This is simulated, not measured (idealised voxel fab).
Process module, titled voxel quadruple lines
Cross-sectional view cut (width: 275 nm; square cell size: 5 nm).
Square cells in a grid make up a cross-section in this document, and the grid is given as bands, listed from the top down, each one or more rows of cells.
In this notation a band is specified by the heights of its top and bottom, in that order and in nm, after which its materials appear from left to right, each paired with its width in nm. The word "all across" attached to a single material means that material fills the band from edge to edge; the word "blank" stands for empty space.
Measure heights from 0. That's the level where, below it, the as-received wafer is all one material. The lowest band is bottomless and extends downward; write it as in "top 0, no bottom".
Per-row width for "30..40": begins at first number (top row of band), ends at second number (bottom row), increment between rows held constant.
Basically "changes: none" means that step didn't change any cell in the cross-section.
Empty spaces without an open route to the top, at least 8 cells in extent, make up the entry "Voids, fully enclosed"; each is given as width x height at distance, where the distance is measured from the left edge, and all are in nm.
That trailing text on a step's line, after the settings, is the simulator's own remark on the step.
overlay nm: right-of-plan distance of the mask on a masked step; negative values mean left-of-plan.
Steps in the process plan
- 1: RECEIVE, material Si
- 2: CONFORMAL_DEP, material SiO2, thk nm 10
- 3: DIRECTIONAL_DEP, material W, thk nm 10
- 4: DIRECTIONAL_DEP, material polySi, thk nm 5
- 5: DIRECTIONAL_DEP, material aC, thk nm 25
- 6: PATTERN, tone cover, mask id MANDREL, material resist, width nm 30, thk nm 35, overlay nm 0
- 7: DIRECTIONAL_ETCH, etch materials aC, depth nm 25
- 8: STRIP, etch materials resist
- 9: CONFORMAL_DEP, material SiO2, thk nm 10
- 10: DIRECTIONAL_ETCH, etch materials SiO2, depth nm 10
- 11: STRIP, etch materials aC
- 12: DIRECTIONAL_ETCH, etch materials polySi, depth nm 15
- 13: STRIP, etch materials SiO2
- 14: CONFORMAL_DEP, material SiCN, thk nm 10
- 15: DIRECTIONAL_ETCH, etch materials SiCN, depth nm 10
- 16: STRIP, etch materials polySi
- 17: DIRECTIONAL_ETCH, etch materials W, depth nm 10
- 18: STRIP, etch materials SiCN
All wafers enter the flow in the same state. The thk nm at step 4 differs from wafer to wafer, and the plan gives the value for the first wafer.
As-received state after step 1, first of several wafers, cross-section
> top 0, no bottom | Si all across
> Voids, fully enclosed: none
Tabulated below, wafer by wafer, are the end-of-module results: for each material, the number of cells gained (+) or lost (-) relative to the as-received state, followed by the closed voids
thk nm 5 | +110 SiO2 | +16 W | Voids, fully enclosed: none
thk nm 10 | +110 SiO2 | +16 W | Voids, fully enclosed: none
thk nm 15 | +110 SiO2 | +16 W | Voids, fully enclosed: none
thk nm 20 | +110 SiO2 | Voids, fully enclosed: none
thk nm 25 | +110 SiO2 | Voids, fully enclosed: none
thk nm 30 | +110 SiO2 | Voids, fully enclosed: none
